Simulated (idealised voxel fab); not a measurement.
This is a process module. Its name is voxel ribs on slabs.
We display cut, a cross-section 270 nm in width whose square cells are each 5 nm.
For the purposes of this document, a cross-section shall be understood as a grid of square cells, specified as bands listed in top-to-bottom order, each band consisting of one or more rows of cells.
In this notation a band is specified by the heights of its top and bottom, in that order and in nm, after which its materials appear from left to right, each paired with its width in nm. The word "everywhere" attached to a single material means that material fills the band from edge to edge; the word "blank" stands for empty space.
The level at which height equals 0 is the one under which the wafer, as it arrives, is entirely one material. No lower edge exists for the bottom band, which continues downward and is notated as in "from 0 down".
Quick explanation for "30..40": the width changes in equal steps down the rows of cells, from the first number in the band's top row to the second number in its bottom row.
"identical to before" means the step left every cell of the cross-section as it was.
Empty spaces counting at least 8 cells and having no open way to the top are listed in "Closed empty spaces". The notation width x height at distance is used for each, the distance being from the left edge and all three values in nm.
If you see something after the settings on a step's line, that's the simulator's own remark about that step.
What "overlay nm" on a step's line means: if the step has a mask, that mask lay this far to the right of its planned place, or, when the value is negative, to the left.

# These are the steps we planned for the process
1: RECEIVE [material Si]
2: DIRECTIONAL_DEP [material SiO2] [thk nm 30]
3: DIRECTIONAL_DEP [material polySi] [thk nm 15]
4: MASKED_ETCH [tone cover] [mask id RIB] [width nm 30] [etch materials polySi] [depth nm 10] [overlay nm 0]
5: MASKED_ETCH [tone cover] [mask id SLAB] [width nm 60] [etch materials polySi] [depth nm 5] [overlay nm 0]
6: FILL_DEP [material SiO2] [thk nm 25]
7: CMP [height nm 60]
8: DIRECTIONAL_DEP [material W] [thk nm 10]
9: PATTERN [tone cover] [mask id HEATER] [material resist] [width nm 40] [thk nm 20] [overlay nm 0]
10: DIRECTIONAL_ETCH [etch materials W] [depth nm 10]
11: STRIP [etch materials resist]
12: CONFORMAL_DEP [material SiN] [thk nm 5]

# So this is the incoming wafer in cross-section - it's already been through step 1
* from 0 down  Si everywhere
* Closed empty spaces: none

# The plan above was carried out on the starting structure above with one mistake, and this cross-section shows the wafer at the end of the module
* from 75 to 70  110 nm blank | 50 nm SiN | 110 nm blank
* from 70 to 65  110 nm blank | 5 nm SiN | 40 nm W | 5 nm SiN | 110 nm blank
* from 65 to 60  115 nm SiN | 40 nm W | 115 nm SiN
* from 60 to 50  SiO2 everywhere
* from 50 to 40  120 nm SiO2 | 30 nm polySi | 120 nm SiO2
* from 40 to 35  105 nm SiO2 | 60 nm polySi | 105 nm SiO2
* from 35 to 30  polySi everywhere
* from 30 to 0  SiO2 everywhere
* from 0 down  Si everywhere
* Closed empty spaces: none
Here's what went sideways: step 3, actual vs plan mismatch, actual run DIRECTIONAL_DEP [material polySi] [thk nm 20]
